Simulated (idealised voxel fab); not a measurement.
Process module, titled voxel plated lines
The width of the displayed cross-section, cut, is 295 nm; its cells are square, with a size of 5 nm.
Bands, listed from the top down, are how a cross-section gets written in this document; the cross-section itself is a grid of square cells, and a band is one or more rows of them.
What a band's entry tells you: where the top is and where the bottom is, as heights in nm, and after that what lies inside, material by material from left to right, each with its width in nm. Empty space is written as the word "empty", and a single material marked with the word "all across" occupies the band from edge to edge.
Beneath 0, the wafer as received is one material, and that level is where height counting begins. The lowest band goes on downward without a bottom; it is written like "0 and below".
With a width like "30..40", each row of cells in the band differs from the next by the same amount, the top row carrying the first number and the bottom row the second.
What does "no modifications" mean for a step? It means no cell of the cross-section changed in that step.
The entry "Closed internal voids" lists the empty spaces that cover at least 8 cells and have no open path to the top. Each is written as width x height at distance, where the distance is measured from the left edge and all three values are in nm.
Where a step's line continues beyond its settings, the continuation is a remark by the simulator itself on that step.
Among the settings permitted on a step's line is "overlay nm"; applied to a step with a mask, it specifies the extent to which the mask lay to the right of its planned position, whereas a negative figure signifies a position to the left.
THE FOLLOWING LIST GIVES THE PLANNED PROCESS STEPS
1,op RECEIVE | material Si
2,op CONFORMAL_DEP | material SiN | thk nm 5
3,op DIRECTIONAL_DEP | material TiN | thk nm 5
4,op PATTERN | tone open | mask id LINES | material resist | width nm 25 | pitch nm 40 | thk nm 40 | overlay nm 0
5,op EPI | material Ru | thk nm 10
6,op EPI | material Ru | thk nm 5
7,op EPI | material Ru | thk nm 5
8,op STRIP | etch materials resist
9,op DIRECTIONAL_ETCH | etch materials TiN | depth nm 5
10,op CONFORMAL_DEP | material SiN | thk nm 10
FIRST OF THE TWO WAFERS, RUN PER PLAN
CROSS-SECTION: WAFER ON ARRIVAL = AFTER STEP 1
* 0 and below | Si all across
* Closed internal voids: none
AFTER STEP 2, IN CROSS-SECTION
* 5 down to 0 | SiN all across
* Heights below 0 show no change.
AFTER STEP 3, IN CROSS-SECTION
* 10 down to 5 | TiN all across
* Heights below 5 show no change.
AFTER STEP 4, IN CROSS-SECTION
* 50 down to 10 | resist=95  empty=25  resist=15  empty=25  resist=15  empty=25  resist=95
* Heights below 10 show no change.
AFTER STEP 5, IN CROSS-SECTION
* 50 down to 20 | resist=95  empty=25  resist=15  empty=25  resist=15  empty=25  resist=95
* 20 down to 10 | resist=95  Ru=25  resist=15  Ru=25  resist=15  Ru=25  resist=95
* Heights below 10 show no change.
AFTER STEP 6, IN CROSS-SECTION
* 50 down to 25 | resist=95  empty=25  resist=15  empty=25  resist=15  empty=25  resist=95
* 25 down to 10 | resist=95  Ru=25  resist=15  Ru=25  resist=15  Ru=25  resist=95
* Heights below 10 show no change.
AFTER STEP 7, IN CROSS-SECTION
* 50 down to 30 | resist=95  empty=25  resist=15  empty=25  resist=15  empty=25  resist=95
* 30 down to 10 | resist=95  Ru=25  resist=15  Ru=25  resist=15  Ru=25  resist=95
* Heights below 10 show no change.
AFTER STEP 8, IN CROSS-SECTION
* 30 down to 10 | empty=95  Ru=25  empty=15  Ru=25  empty=15  Ru=25  empty=95
* Heights below 10 show no change.
AFTER STEP 9, IN CROSS-SECTION
* 30 down to 10 | empty=95  Ru=25  empty=15  Ru=25  empty=15  Ru=25  empty=95
* 10 down to 5 | empty=95  TiN=25  empty=15  TiN=25  empty=15  TiN=25  empty=95
* Heights below 5 show no change.
AFTER STEP 10, IN CROSS-SECTION
* 40 down to 30 | empty=85  SiN=125  empty=85
* 30 down to 15 | empty=85  SiN=10  Ru=25  SiN=15  Ru=25  SiN=15  Ru=25  SiN=10  empty=85
* 15 down to 10 | SiN=95  Ru=25  SiN=15  Ru=25  SiN=15  Ru=25  SiN=95
* 10 down to 5 | SiN=95  TiN=25  SiN=15  TiN=25  SiN=15  TiN=25  SiN=95
* Heights below 5 show no change.
THE SECOND WAFER BEGAN EXACTLY AS THE FIRST DID AND FOLLOWED THE SAME PLAN, BUT ONE MISTAKE WAS MADE WHILE RUNNING IT; THROUGH STEP 2 INCLUSIVE, THE TWO WAFERS ARE IDENTICAL
Cross-sectional view of the second wafer at the intended end time of process step 3: no modifications
CROSS-SECTIONAL VIEW OF THE SECOND WAFER AT THE INTENDED END TIME OF PROCESS STEP 4
* 45 down to 5 | resist=95  empty=25  resist=15  empty=25  resist=15  empty=25  resist=95
* Heights below 5 show no change.
Cross-sectional view of the second wafer at the intended end time of process step 5: no modifications
Cross-sectional view of the second wafer at the intended end time of process step 6: no modifications
Cross-sectional view of the second wafer at the intended end time of process step 7: no modifications
CROSS-SECTIONAL VIEW OF THE SECOND WAFER AT THE INTENDED END TIME OF PROCESS STEP 8
* 5 down to 0 | SiN all across
* Heights below 0 show no change.
Cross-sectional view of the second wafer at the intended end time of process step 9: no modifications
CROSS-SECTIONAL VIEW OF THE SECOND WAFER AT THE INTENDED END TIME OF PROCESS STEP 10
* 15 down to 0 | SiN all across
* Heights below 0 show no change.
Plan not followed: plan step 3 never ran because it was skipped
Final difference in cells, second wafer against first, listed per material as more or fewer: 60 fewer of Ru; 50 fewer of SiN; 15 fewer of TiN
